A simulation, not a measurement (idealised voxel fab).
voxel tone inversion: a process module
Shown is cross-section cut, with a width of 190 nm and square cells of size 5 nm.
Think of the cross-section as a grid of square cells. We describe it in bands, top to bottom, and each band covers one or more rows of those cells.
Band entry format. Leading values: height of top, height of bottom, nm. Remainder: materials in left-to-right order, each with its width in nm. Special words: "full width" on a single material, which then fills the band edge to edge; "empty", empty space.
The reference from which all heights are counted is 0, the level beneath which the as-received wafer is entirely one material; the lowest band, having no lower bound, proceeds downward and is written after the example "0..down".
The width entry "30->40" should be interpreted row by row: the top row of cells in the band takes the first number, the bottom row takes the second number, and the change between adjacent rows is uniform throughout.
"left unchanged" after a step means that no cell of the cross-section changed.
Closed-off voids of 8+ cells (no open route to the top) go in "Enclosed internal cavities", written width x height at distance from the left edge, in nm.
Where a step's line continues beyond its settings, the continuation is a remark by the simulator itself on that step.
"overlay nm" answers the question of how far to the right of plan the mask lay on a step that has a mask, and when it is negative the answer is to the left.
THE PLANNED PROCESS STEPS ARE ENUMERATED HEREUNDER
step 1: RECEIVE: material Si
step 2: CONFORMAL_DEP: material SiN, thk nm 5
step 3: DIRECTIONAL_DEP: material aC, thk nm 20
step 4: PATTERN: tone cover, mask id POSTS, material resist, width nm 25, pitch nm 50, thk nm 30, overlay nm 0
step 5: DIRECTIONAL_ETCH: etch materials aC, depth nm 20
step 6: STRIP: etch materials resist
step 7: FILL_DEP: material lowk, thk nm 10
step 8: CMP: height nm 25
step 9: STRIP: etch materials aC
step 10: CONFORMAL_DEP: material TiN, thk nm 5
step 11: FILL_DEP: material W, thk nm 10
step 12: CMP: height nm 25
step 13: CONFORMAL_DEP: material SiCN, thk nm 5
RECEIVED-STATE CROSS-SECTION, REFLECTING COMPLETION OF STEP 1
    0..down = Si full width
    Enclosed internal cavities: none
THE FIRST OF THE TWO WAFERS AS SEEN IN CROSS-SECTION ONCE THE MODULE WAS FINISHED; PROCESSING FOLLOWED THE PLAN
    30..25 = SiCN full width
    25..10 = 55 nm lowk, 5 nm TiN, 15 nm W, 5 nm TiN, 25 nm lowk, 5 nm TiN, 15 nm W, 5 nm TiN, 60 nm lowk
    10..5 = 55 nm lowk, 25 nm TiN, 25 nm lowk, 25 nm TiN, 60 nm lowk
    5..0 = SiN full width
    0..down = Si full width
    Enclosed internal cavities: none
SECOND WAFER THROUGH THE MODULE, SECTIONED AT THE END: SAME BEGINNING AND SAME PLAN AS THE FIRST WAFER, WITH ONE MISTAKE IN CARRYING IT OUT
    45..40 = SiCN full width
    40..30 = W full width
    30..25 = 60 nm TiN, 15 nm W, 35 nm TiN, 15 nm W, 65 nm TiN
    25..10 = 55 nm lowk, 5 nm TiN, 15 nm W, 5 nm TiN, 25 nm lowk, 5 nm TiN, 15 nm W, 5 nm TiN, 60 nm lowk
    10..5 = 55 nm lowk, 25 nm TiN, 25 nm lowk, 25 nm TiN, 60 nm lowk
    5..0 = SiN full width
    0..down = Si full width
    Enclosed internal cavities: none
what went wrong: execution of step 12 of the plan did not take place, the step having been omitted
Looking at both finished wafers in cells, the second ends up ahead of or behind the first on some materials: 32 more of TiN; 82 more of W
